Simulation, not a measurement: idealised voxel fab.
This section sets out a process module, namely voxel self aligned vias.
Displayed cross-section: cut, width of 275 nm, square cells sized 5 nm.
When this document writes out a cross-section, it uses a grid of square cells and lists it as bands, beginning at the top and moving down, with a band standing for one or more rows of cells.
Quick guide to a band line: top height, bottom height (nm) up front; then every material left to right with its width in nm. Only one material and it's marked "edge to edge"? Then it fills the band edge to edge. And "air" just means empty space.
Height reference: 0 = level under which incoming wafer is all one material. Lowest band: no bottom, runs on downward, e.g. "from 0 down".
Note: "30..40" means the width goes from the first number (top row of the band) to the second number (bottom row) in equal steps per row of cells.
A step reported as "nothing got changed" is a step in which no cell of the cross-section changed.
"Closed void catalog" specifies each empty space that is not open to the top and that occupies no fewer than 8 cells, using the form width x height at distance, the distance measured from the left edge and all three quantities in nm.
On each step's line, the part that comes after the settings is the simulator's own comment on the step.
Regarding "overlay nm": on a step with a mask, it is the distance the mask lay to the right of its planned place; a negative value places it to the left.

-- The steps planned for the process are as follows
| 1 | RECEIVE,material Si |
| 2 | CONFORMAL_DEP,material SiO2,thk nm 15 |
| 3 | CONFORMAL_DEP,material SiCN,thk nm 5 |
| 4 | DIRECTIONAL_DEP,material lowk,thk nm 30 |
| 5 | DIRECTIONAL_DEP,material aC,thk nm 10 |
| 6 | PATTERN,tone open,mask id LINES,material resist,width nm 25,pitch nm 75,thk nm 30,overlay nm 0 |
| 7 | DIRECTIONAL_ETCH,etch materials aC,depth nm 10 |
| 8 | STRIP,etch materials resist |
| 9 | DIRECTIONAL_ETCH,etch materials lowk,depth nm 30 |
| 10 | STRIP,etch materials aC |
| 11 | CONFORMAL_DEP,material TiN,thk nm 5 |
| 12 | FILL_DEP,material Ru,thk nm 10 |
| 13 | CMP,height nm 50 |
| 14 | SELECTIVE_ETCH,etch materials W Ru TiN,depth nm 10 |
| 15 | FILL_DEP,material SiN,thk nm 5 |
| 16 | CMP,height nm 50 |
| 17 | DIRECTIONAL_DEP,material lowk,thk nm 20 |
| 18 | MASKED_ETCH,tone open,mask id VIAS,width nm 45,pitch nm 75,etch materials lowk,depth nm 20,overlay nm 0 |
| 19 | MASKED_ETCH,tone open,mask id VIAS,width nm 45,pitch nm 75,etch materials SiN,depth nm 10,overlay nm 0 |
| 20 | CONFORMAL_DEP,material TiN,thk nm 5 |
| 21 | FILL_DEP,material W,thk nm 5 |
| 22 | CMP,height nm 70 |
| 23 | CONFORMAL_DEP,material SiCN,thk nm 5 |

-- The cross-section here shows the wafer as received, i.e. in its state after step 1
  from 0 down  Si edge to edge
  Closed void catalog: none

-- Starting structure and process plan are as shown above, but one mistake was made in running the module; the wafer cross-section at the end of the module follows
  from 65 to 60  SiCN edge to edge
  from 60 to 50  lowk 40 nm; TiN 5..15 nm; W 35..15 nm; TiN 5..15 nm; lowk 30 nm; TiN 5..15 nm; W 35..15 nm; TiN 5..15 nm; lowk 30 nm; TiN 5..15 nm; W 35..15 nm; TiN 5..15 nm; lowk 40 nm
  from 50 to 45  lowk 50 nm; TiN 5 nm; W 15 nm; TiN 5 nm; lowk 50 nm; TiN 5 nm; W 15 nm; TiN 5 nm; lowk 50 nm; TiN 5 nm; W 15 nm; TiN 5 nm; lowk 50 nm
  from 45 to 40  lowk 50 nm; TiN 25 nm; lowk 50 nm; TiN 25 nm; lowk 50 nm; TiN 25 nm; lowk 50 nm
  from 40 to 25  lowk 50 nm; TiN 5 nm; Ru 15 nm; TiN 5 nm; lowk 50 nm; TiN 5 nm; Ru 15 nm; TiN 5 nm; lowk 50 nm; TiN 5 nm; Ru 15 nm; TiN 5 nm; lowk 50 nm
  from 25 to 20  lowk 50 nm; TiN 25 nm; lowk 50 nm; TiN 25 nm; lowk 50 nm; TiN 25 nm; lowk 50 nm
  from 20 to 15  SiCN edge to edge
  from 15 to 0  SiO2 edge to edge
  from 0 down  Si edge to edge
  Closed void catalog: none
Finding, execution versus plan: step 22 deviated from plan and actually ran as CMP,height nm 60
